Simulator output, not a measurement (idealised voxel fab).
Proc. module: voxel transistor to metal
We display cut, a cross-section 170 nm in width whose square cells are each 5 nm.
In what follows, cross-sections appear as grids of square cells, described through bands that run from the top down, where every band is one or more rows of cells.
This entry defines a band. It first specifies the height of the band's top and the height of its bottom in nm, and then specifies the band's materials from left to right, stating each material with its width in nm. The word "full width" identifies a single material that fills the band from edge to edge, while the word "air" identifies empty space.
Height reference: 0 = level under which incoming wafer is all one material. Lowest band: no bottom, runs on downward, e.g. "0..down".
The width entry "30..40" should be interpreted row by row: the top row of cells in the band takes the first number, the bottom row takes the second number, and the change between adjacent rows is uniform throughout.
For the purposes of this document, the phrase "identical to before" attached to a step denotes that no cell within the cross-section was modified by that step.
Each empty space that has no open way to the top and spans at least 8 cells appears under "Enclosed cavity list" as width x height at distance, the distance counted from the left edge, all in nm.
Anything after a step's settings on that line? It's the simulator's own note about the step.
"overlay nm" answers the question of how far to the right of plan the mask lay on a step that has a mask, and when it is negative the answer is to the left.
Plan:
step 1: op RECEIVE | material Si
step 2: op OXIDIZE | depth nm 5
step 3: op CONFORMAL_DEP | material SiN | thk nm 10
step 4: op MASKED_ETCH | tone cover | mask id ACTIVE | width nm 125 | etch materials SiN | depth nm 10 | overlay nm 0
step 5: op MASKED_ETCH | tone cover | mask id ACTIVE | width nm 125 | etch materials SiO2 | depth nm 5 | overlay nm 0
step 6: op MASKED_ETCH | tone cover | mask id ACTIVE | width nm 125 | etch materials Si | depth nm 25 | overlay nm 0
step 7: op OXIDIZE | depth nm 5
step 8: op FILL_DEP | material SiO2 | thk nm 15
step 9: op CMP | height nm 10
step 10: op SELECTIVE_ETCH | etch materials SiO2 | depth nm 5
step 11: op STRIP | etch materials SiN
step 12: op SELECTIVE_ETCH | etch materials SiO2 | depth nm 5
step 13: op OXIDIZE | depth nm 5
step 14: op DIRECTIONAL_DEP | material polySi | thk nm 30
step 15: op DIRECTIONAL_DEP | material SiCN | thk nm 10
step 16: op MASKED_ETCH | tone cover | mask id GATE | width nm 25 | etch materials SiCN | depth nm 20 | overlay nm 0
step 17: op MASKED_ETCH | tone cover | mask id GATE | width nm 25 | etch materials polySi | depth nm 40 | overlay nm 0
step 18: op CONFORMAL_DEP | material SiO2 | thk nm 5
step 19: op DIRECTIONAL_ETCH | etch materials SiO2 | depth nm 5
step 20: op CONFORMAL_DEP | material SiN | thk nm 10
step 21: op DIRECTIONAL_ETCH | etch materials SiN | depth nm 10
step 22: op DIRECTIONAL_ETCH | etch materials SiO2 | depth nm 5
step 23: op DIRECTIONAL_ETCH | etch materials Si | depth nm 10
step 24: op EPI | material pSi | thk nm 15
step 25: op FILL_DEP | material SiO2 | thk nm 5
step 26: op CMP | height nm 35
step 27: op DIRECTIONAL_DEP | material SiO2 | thk nm 10
step 28: op PATTERN | tone open | mask id CONTACT | material resist | width nm 35 | pitch nm 70 | thk nm 20 | overlay nm 0
step 29: op DIRECTIONAL_ETCH | etch materials SiO2 | depth nm 40
step 30: op STRIP | etch materials resist
step 31: op CONFORMAL_DEP | material TiN | thk nm 5
step 32: op FILL_DEP | material W | thk nm 10
step 33: op CMP | height nm 45
step 34: op CONFORMAL_DEP | material SiN | thk nm 5
step 35: op DIRECTIONAL_DEP | material lowk | thk nm 25
step 36: op DIRECTIONAL_DEP | material aC | thk nm 15
step 37: op PATTERN | tone open | mask id METAL_1 | material resist | width nm 20 | pitch nm 85 | thk nm 30 | overlay nm 0
step 38: op DIRECTIONAL_ETCH | etch materials aC | depth nm 15
step 39: op STRIP | etch materials resist
step 40: op DIRECTIONAL_ETCH | etch materials lowk | depth nm 25
step 41: op DIRECTIONAL_ETCH | etch materials SiN | depth nm 5
step 42: op STRIP | etch materials aC
step 43: op CONFORMAL_DEP | material TiN | thk nm 5
step 44: op FILL_DEP | material Ru | thk nm 5
step 45: op CMP | height nm 75
step 46: op CONFORMAL_DEP | material SiCN | thk nm 5
step 47: op DIRECTIONAL_DEP | material lowk | thk nm 25
step 48: op MASKED_ETCH | tone open | mask id METAL_2 | width nm 20 | pitch nm 85 | etch materials lowk | depth nm 15 | overlay nm 0
step 49: op MASKED_ETCH | tone open | mask id METAL_2_HOLES | width nm 15 | pitch nm 85 | etch materials lowk | depth nm 10 | overlay nm 0
step 50: op MASKED_ETCH | tone open | mask id METAL_2_HOLES | width nm 15 | pitch nm 85 | etch materials SiCN | depth nm 5 | overlay nm 0
step 51: op CONFORMAL_DEP | material TiN | thk nm 5
step 52: op FILL_DEP | material Cu | thk nm 10
step 53: op CMP | height nm 105
step 54: op CONFORMAL_DEP | material SiCN | thk nm 5
First out of two wafers; run went to plan:
Received-state cross-section, reflecting completion of step 1:
  0..down: Si full width
  Enclosed cavity list: none
After step 2, in cross-section:
  0..-5: SiO2 full width
  Unchanged below -5.
After step 3, in cross-section:
  10..0: SiN full width
  Unchanged below 0.
After step 4, in cross-section:
  10..0: air (20)  SiN (125)  air (25)
  Unchanged below 0.
After step 5, in cross-section:
  10..0: air (20)  SiN (125)  air (25)
  0..-5: air (20)  SiO2 (125)  air (25)
  Unchanged below -5.
After step 6, in cross-section:
  10..0: air (20)  SiN (125)  air (25)
  0..-5: air (20)  SiO2 (125)  air (25)
  -5..-30: air (20)  Si (125)  air (25)
  Unchanged below -30.
After step 7, in cross-section:
  10..0: air (20)  SiN (125)  air (25)
  0..-5: air (20)  SiO2 (125)  air (25)
  -5..-30: air (20)  SiO2 (5)  Si (115)  SiO2 (5)  air (25)
  -30..-35: SiO2 (25)  Si (115)  SiO2 (30)
  Unchanged below -35.
After step 8, in cross-section:
  25..10: SiO2 full width
  10..0: SiO2 (20)  SiN (125)  SiO2 (25)
  0..-5: SiO2 full width
  -5..-35: SiO2 (25)  Si (115)  SiO2 (30)
  Unchanged below -35.
After step 9, in cross-section:
  10..0: SiO2 (20)  SiN (125)  SiO2 (25)
  Unchanged below 0.
After step 10, in cross-section:
  10..5: air (20)  SiN (125)  air (25)
  Unchanged below 5.
After step 11, in cross-section:
  5..0: SiO2 (20)  air (125)  SiO2 (25)
  Unchanged below 0.
After step 12, in cross-section:
  0..-5: SiO2 (15)  air (135)  SiO2 (20)
  Unchanged below -5.
After step 13, in cross-section:
  0..-5: SiO2 (15)  air (135)  SiO2 (20)
  -5..-10: SiO2 full width
  Unchanged below -10.
After step 14, in cross-section:
  30..25: polySi (15)  air (135)  polySi (20)
  25..0: polySi full width
  0..-5: SiO2 (15)  polySi (135)  SiO2 (20)
  Unchanged below -5.
After step 15, in cross-section:
  40..35: SiCN (15)  air (135)  SiCN (20)
  35..30: SiCN full width
  30..25: polySi (15)  SiCN (135)  polySi (20)
  Unchanged below 25.
After step 16, in cross-section:
  35..30: air (70)  SiCN (25)  air (75)
  30..25: polySi (15)  air (55)  SiCN (25)  air (55)  polySi (20)
  Unchanged below 25.
After step 17, in cross-section:
  35..25: air (70)  SiCN (25)  air (75)
  25..0: air (70)  polySi (25)  air (75)
  0..-5: SiO2 (15)  air (55)  polySi (25)  air (55)  SiO2 (20)
  Unchanged below -5.
After step 18, in cross-section:
  40..35: air (65)  SiO2 (35)  air (70)
  35..25: air (65)  SiO2 (5)  SiCN (25)  SiO2 (5)  air (70)
  25..5: air (65)  SiO2 (5)  polySi (25)  SiO2 (5)  air (70)
  5..0: SiO2 (20)  air (45)  SiO2 (5)  polySi (25)  SiO2 (5)  air (45)  SiO2 (25)
  0..-5: SiO2 (70)  polySi (25)  SiO2 (75)
  Unchanged below -5.
After step 19, in cross-section:
  35..25: air (65)  SiO2 (5)  SiCN (25)  SiO2 (5)  air (70)
  25..0: air (65)  SiO2 (5)  polySi (25)  SiO2 (5)  air (70)
  0..-5: SiO2 (20)  air (45)  SiO2 (5)  polySi (25)  SiO2 (5)  air (45)  SiO2 (25)
  Unchanged below -5.
After step 20, in cross-section:
  45..35: air (55)  SiN (55)  air (60)
  35..25: air (55)  SiN (10)  SiO2 (5)  SiCN (25)  SiO2 (5)  SiN (10)  air (60)
  25..10: air (55)  SiN (10)  SiO2 (5)  polySi (25)  SiO2 (5)  SiN (10)  air (60)
  10..5: SiN (30)  air (25)  SiN (10)  SiO2 (5)  polySi (25)  SiO2 (5)  SiN (10)  air (25)  SiN (35)
  5..0: SiN (65)  SiO2 (5)  polySi (25)  SiO2 (5)  SiN (70)
  0..-5: SiO2 (20)  SiN (45)  SiO2 (5)  polySi (25)  SiO2 (5)  SiN (45)  SiO2 (25)
  Unchanged below -5.
After step 21, in cross-section:
  35..25: air (55)  SiN (10)  SiO2 (5)  SiCN (25)  SiO2 (5)  SiN (10)  air (60)
  25..0: air (55)  SiN (10)  SiO2 (5)  polySi (25)  SiO2 (5)  SiN (10)  air (60)
  0..-5: SiO2 (20)  SiN (10)  air (25)  SiN (10)  SiO2 (5)  polySi (25)  SiO2 (5)  SiN (10)  air (25)  SiN (10)  SiO2 (25)
  Unchanged below -5.
After step 22, in cross-section:
  35..30: air (55)  SiN (10)  air (5)  SiCN (25)  air (5)  SiN (10)  air (60)
  30..25: air (55)  SiN (10)  SiO2 (5)  SiCN (25)  SiO2 (5)  SiN (10)  air (60)
  25..0: air (55)  SiN (10)  SiO2 (5)  polySi (25)  SiO2 (5)  SiN (10)  air (60)
  0..-5: air (20)  SiN (10)  air (25)  SiN (10)  SiO2 (5)  polySi (25)  SiO2 (5)  SiN (10)  air (25)  SiN (10)  air (25)
  -5..-10: SiO2 (30)  air (25)  SiO2 (55)  air (25)  SiO2 (35)
  Unchanged below -10.
After step 23, in cross-section:
  35..30: air (55)  SiN (10)  air (5)  SiCN (25)  air (5)  SiN (10)  air (60)
  30..25: air (55)  SiN (10)  SiO2 (5)  SiCN (25)  SiO2 (5)  SiN (10)  air (60)
  25..0: air (55)  SiN (10)  SiO2 (5)  polySi (25)  SiO2 (5)  SiN (10)  air (60)
  0..-5: air (20)  SiN (10)  air (25)  SiN (10)  SiO2 (5)  polySi (25)  SiO2 (5)  SiN (10)  air (25)  SiN (10)  air (25)
  -5..-10: SiO2 (30)  air (25)  SiO2 (55)  air (25)  SiO2 (35)
  -10..-20: SiO2 (25)  Si (5)  air (25)  Si (55)  air (25)  Si (5)  SiO2 (30)
  Unchanged below -20.
After step 24, in cross-section:
  35..30: air (55)  SiN (10)  air (5)  SiCN (25)  air (5)  SiN (10)  air (60)
  30..25: air (55)  SiN (10)  SiO2 (5)  SiCN (25)  SiO2 (5)  SiN (10)  air (60)
  25..5: air (55)  SiN (10)  SiO2 (5)  polySi (25)  SiO2 (5)  SiN (10)  air (60)
  5..0: air (25)  pSi (30)  SiN (10)  SiO2 (5)  polySi (25)  SiO2 (5)  SiN (10)  pSi (30)  air (30)
  0..-5: air (20)  SiN (10)  pSi (25)  SiN (10)  SiO2 (5)  polySi (25)  SiO2 (5)  SiN (10)  pSi (25)  SiN (10)  air (25)
  -5..-10: SiO2 (30)  pSi (25)  SiO2 (55)  pSi (25)  SiO2 (35)
  -10..-20: SiO2 (25)  Si (5)  pSi (25)  Si (55)  pSi (25)  Si (5)  SiO2 (30)
  Unchanged below -20.
After step 25, in cross-section:
  40..35: SiO2 full width
  35..25: SiO2 (55)  SiN (10)  SiO2 (5)  SiCN (25)  SiO2 (5)  SiN (10)  SiO2 (60)
  25..5: SiO2 (55)  SiN (10)  SiO2 (5)  polySi (25)  SiO2 (5)  SiN (10)  SiO2 (60)
  5..0: SiO2 (25)  pSi (30)  SiN (10)  SiO2 (5)  polySi (25)  SiO2 (5)  SiN (10)  pSi (30)  SiO2 (30)
  0..-5: SiO2 (20)  SiN (10)  pSi (25)  SiN (10)  SiO2 (5)  polySi (25)  SiO2 (5)  SiN (10)  pSi (25)  SiN (10)  SiO2 (25)
  Unchanged below -5.
After step 26, in cross-section:
  35..25: SiO2 (55)  SiN (10)  SiO2 (5)  SiCN (25)  SiO2 (5)  SiN (10)  SiO2 (60)
  Unchanged below 25.
After step 27, in cross-section:
  45..35: SiO2 full width
  Unchanged below 35.
After step 28, in cross-section:
  65..45: resist (30)  air (35)  resist (35)  air (35)  resist (35)
  Unchanged below 45.
After step 29, in cross-section:
  65..45: resist (30)  air (35)  resist (35)  air (35)  resist (35)
  45..35: SiO2 (30)  air (35)  SiO2 (35)  air (35)  SiO2 (35)
  35..25: SiO2 (30)  air (25)  SiN (10)  SiO2 (5)  SiCN (25)  SiO2 (5)  SiN (10)  air (25)  SiO2 (35)
  25..5: SiO2 (30)  air (25)  SiN (10)  SiO2 (5)  polySi (25)  SiO2 (5)  SiN (10)  air (25)  SiO2 (35)
  Unchanged below 5.
After step 30, in cross-section:
  45..35: SiO2 (30)  air (35)  SiO2 (35)  air (35)  SiO2 (35)
  Unchanged below 35.
After step 31, in cross-section:
  50..45: TiN (35)  air (25)  TiN (45)  air (25)  TiN (40)
  45..35: SiO2 (30)  TiN (5)  air (25..15)  TiN (5..15)  SiO2 (35)  TiN (5..15)  air (25..15)  TiN (5)  SiO2 (35)
  35..25: SiO2 (30)  TiN (5)  air (15)  TiN (5)  SiN (10)  SiO2 (5)  SiCN (25)  SiO2 (5)  SiN (10)  TiN (5)  air (15)  TiN (5)  SiO2 (35)
  25..10: SiO2 (30)  TiN (5)  air (15)  TiN (5)  SiN (10)  SiO2 (5)  polySi (25)  SiO2 (5)  SiN (10)  TiN (5)  air (15)  TiN (5)  SiO2 (35)
  10..5: SiO2 (30)  TiN (25)  SiN (10)  SiO2 (5)  polySi (25)  SiO2 (5)  SiN (10)  TiN (25)  SiO2 (35)
  Unchanged below 5.
After step 32, in cross-section:
  60..50: W full width
  50..45: TiN (35)  W (25)  TiN (45)  W (25)  TiN (40)
  45..35: SiO2 (30)  TiN (5)  W (25..15)  TiN (5..15)  SiO2 (35)  TiN (5..15)  W (25..15)  TiN (5)  SiO2 (35)
  35..25: SiO2 (30)  TiN (5)  W (15)  TiN (5)  SiN (10)  SiO2 (5)  SiCN (25)  SiO2 (5)  SiN (10)  TiN (5)  W (15)  TiN (5)  SiO2 (35)
  25..10: SiO2 (30)  TiN (5)  W (15)  TiN (5)  SiN (10)  SiO2 (5)  polySi (25)  SiO2 (5)  SiN (10)  TiN (5)  W (15)  TiN (5)  SiO2 (35)
  Unchanged below 10.
After step 33, in cross-section:
  45..35: SiO2 (30)  TiN (5)  W (25..15)  TiN (5..15)  SiO2 (35)  TiN (5..15)  W (25..15)  TiN (5)  SiO2 (35)
  Unchanged below 35.
After step 34, in cross-section:
  50..45: SiN full width
  Unchanged below 45.
After step 35, in cross-section:
  75..50: lowk full width
  Unchanged below 50.
After step 36, in cross-section:
  90..75: aC full width
  Unchanged below 75.
After step 37, in cross-section:
  120..90: resist (30)  air (20)  resist (65)  air (20)  resist (35)
  Unchanged below 90.
After step 38, in cross-section:
  105..90: resist (30)  air (20)  resist (65)  air (20)  resist (35)
  90..75: aC (30)  air (20)  aC (65)  air (20)  aC (35)
  Unchanged below 75.
After step 39, in cross-section:
  90..75: aC (30)  air (20)  aC (65)  air (20)  aC (35)
  Unchanged below 75.
After step 40, in cross-section:
  90..75: aC (30)  air (20)  aC (65)  air (20)  aC (35)
  75..50: lowk (30)  air (20)  lowk (65)  air (20)  lowk (35)
  Unchanged below 50.
After step 41, in cross-section:
  90..75: aC (30)  air (20)  aC (65)  air (20)  aC (35)
  75..50: lowk (30)  air (20)  lowk (65)  air (20)  lowk (35)
  50..45: SiN (30)  air (20)  SiN (65)  air (20)  SiN (35)
  Unchanged below 45.
After step 42, in cross-section:
  75..50: lowk (30)  air (20)  lowk (65)  air (20)  lowk (35)
  Unchanged below 50.
After step 43, in cross-section:
  80..75: TiN (35)  air (10)  TiN (75)  air (10)  TiN (40)
  75..50: lowk (30)  TiN (5)  air (10)  TiN (5)  lowk (65)  TiN (5)  air (10)  TiN (5)  lowk (35)
  50..45: SiN (30)  TiN (20)  SiN (65)  TiN (20)  SiN (35)
  Unchanged below 45.
After step 44, in cross-section:
  85..80: Ru full width
  80..75: TiN (35)  Ru (10)  TiN (75)  Ru (10)  TiN (40)
  75..50: lowk (30)  TiN (5)  Ru (10)  TiN (5)  lowk (65)  TiN (5)  Ru (10)  TiN (5)  lowk (35)
  Unchanged below 50.
After step 45, in cross-section:
  75..50: lowk (30)  TiN (5)  Ru (10)  TiN (5)  lowk (65)  TiN (5)  Ru (10)  TiN (5)  lowk (35)
  Unchanged below 50.
After step 46, in cross-section:
  80..75: SiCN full width
  Unchanged below 75.
After step 47, in cross-section:
  105..80: lowk full width
  Unchanged below 80.
After step 48, in cross-section:
  105..90: lowk (30)  air (20)  lowk (65)  air (20)  lowk (35)
  Unchanged below 90.
After step 49, in cross-section:
  105..90: lowk (30)  air (20)  lowk (65)  air (20)  lowk (35)
  90..80: lowk (30)  air (15)  lowk (70)  air (15)  lowk (40)
  Unchanged below 80.
After step 50, in cross-section:
  105..90: lowk (30)  air (20)  lowk (65)  air (20)  lowk (35)
  90..80: lowk (30)  air (15)  lowk (70)  air (15)  lowk (40)
  80..75: SiCN (30)  air (15)  SiCN (70)  air (15)  SiCN (40)
  Unchanged below 75.
After step 51, in cross-section:
  110..105: TiN (35)  air (10)  TiN (75)  air (10)  TiN (40)
  105..95: lowk (30)  TiN (5)  air (10)  TiN (5)  lowk (65)  TiN (5)  air (10)  TiN (5)  lowk (35)
  95..90: lowk (30)  TiN (5)  air (5)  TiN (10)  lowk (65)  TiN (5)  air (5)  TiN (10)  lowk (35)
  90..80: lowk (30)  TiN (5)  air (5)  TiN (5)  lowk (70)  TiN (5)  air (5)  TiN (5)  lowk (40)
  80..75: SiCN (30)  TiN (15)  SiCN (70)  TiN (15)  SiCN (40)
  Unchanged below 75.
After step 52, in cross-section:
  120..110: Cu full width
  110..105: TiN (35)  Cu (10)  TiN (75)  Cu (10)  TiN (40)
  105..95: lowk (30)  TiN (5)  Cu (10)  TiN (5)  lowk (65)  TiN (5)  Cu (10)  TiN (5)  lowk (35)
  95..90: lowk (30)  TiN (5)  Cu (5)  TiN (10)  lowk (65)  TiN (5)  Cu (5)  TiN (10)  lowk (35)
  90..80: lowk (30)  TiN (5)  Cu (5)  TiN (5)  lowk (70)  TiN (5)  Cu (5)  TiN (5)  lowk (40)
  Unchanged below 80.
After step 53, in cross-section:
  105..95: lowk (30)  TiN (5)  Cu (10)  TiN (5)  lowk (65)  TiN (5)  Cu (10)  TiN (5)  lowk (35)
  Unchanged below 95.
After step 54, in cross-section:
  110..105: SiCN full width
  Unchanged below 105.
Wafer two of two - same starting point, same process plan, one mistake in execution; matches wafer one up to and including step 45:
Cross-section of the second wafer corresponding to the planned conclusion of step 46:
  100..75: lowk full width
  Unchanged below 75.
Cross-section of the second wafer corresponding to the planned conclusion of step 47:
  105..100: SiCN full width
  Unchanged below 100.
Cross-section of the second wafer corresponding to the planned conclusion of step 48: identical to before
Cross-section of the second wafer corresponding to the planned conclusion of step 49: identical to before
Cross-section of the second wafer corresponding to the planned conclusion of step 50:
  105..100: SiCN (30)  air (15)  SiCN (70)  air (15)  SiCN (40)
  Unchanged below 100.
Cross-section of the second wafer corresponding to the planned conclusion of step 51:
  110..105: TiN (35)  air (5)  TiN (80)  air (5)  TiN (45)
  105..100: SiCN (30)  TiN (15)  SiCN (70)  TiN (15)  SiCN (40)
  Unchanged below 100.
Cross-section of the second wafer corresponding to the planned conclusion of step 52:
  120..110: Cu full width
  110..105: TiN (35)  Cu (5)  TiN (80)  Cu (5)  TiN (45)
  Unchanged below 105.
Cross-section of the second wafer corresponding to the planned conclusion of step 53:
  105..100: SiCN (30)  TiN (15)  SiCN (70)  TiN (15)  SiCN (40)
  Unchanged below 100.
Cross-section of the second wafer corresponding to the planned conclusion of step 54:
  110..105: SiCN full width
  Unchanged below 105.
Deviation noted in wafer processing: the run placed steps 46 and 47 each in the position the plan gave to the other
Upon completion, the second wafer contains, in terms of cells, a greater or smaller amount of certain materials than the first wafer: -14 Cu | -22 TiN | +36 lowk
